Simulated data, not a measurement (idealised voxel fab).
The following is a process module called voxel tone inversion.
cross-section cut | 210 nm wide | cells 5 nm
Just so we're on the same page, the cross-sections are grids of square cells, and they're listed out in bands top to bottom, each band one or more rows deep. The band entry comprises the height of the band's top followed by the height of its bottom, expressed in nm, and subsequently the band's materials from left to right, each stated together with its width in nm. Where a single material is marked with the word "edge to edge", that material fills the band from edge to edge. The word "empty" represents empty space. Heights are expressed relative to 0, this being the level below which the as-received wafer comprises one material exclusively. The lowest band is unbounded in the downward direction and is denoted as in "z 0 and below". Think of "30->40" as a width that walks from the first number to the second as you go down the band, top row to bottom row, taking equal-sized steps from row to row. Step marked "nothing altered"? Then no cell in the cross-section changed in it. Any empty space of 8 cells or more lacking an open way to the top shows up in "Voids, sealed" as width x height at distance, distance from the left edge, in nm. On a step's line, text after the settings is the simulator commenting on that step. The optional step-line setting "overlay nm" applies to steps with a mask and quantifies how far to the right of its planned location the mask lay, a negative value indicating leftward placement.

**Set out below are the planned steps of the process**
- 1: RECEIVE (material Si)
- 2: CONFORMAL_DEP (material SiCN; thk nm 5)
- 3: DIRECTIONAL_DEP (material polySi; thk nm 25)
- 4: PATTERN (tone cover; mask id POSTS; material resist; width nm 20; pitch nm 35; thk nm 35; overlay nm 0)
- 5: DIRECTIONAL_ETCH (etch materials polySi; depth nm 25)
- 6: STRIP (etch materials resist)
- 7: FILL_DEP (material lowk; thk nm 5)
- 8: CMP (height nm 30)
- 9: STRIP (etch materials polySi)

**Delivered wafer in cross-section: state after step 1**
- z 0 and below | Si edge to edge
- Voids, sealed: none

**Wafer cross-section at end of module: start and plan as shown above, one execution error**
- z 30 to 25 | lowk edge to edge
- z 25 to 0 | lowk 75; polySi 20; lowk 15; polySi 20; lowk 80
- z 0 and below | Si edge to edge
- Voids, sealed: none
It is concluded that the wafer was processed incorrectly with respect to the plan, in that step 2 was dropped from the plan's execution and never run
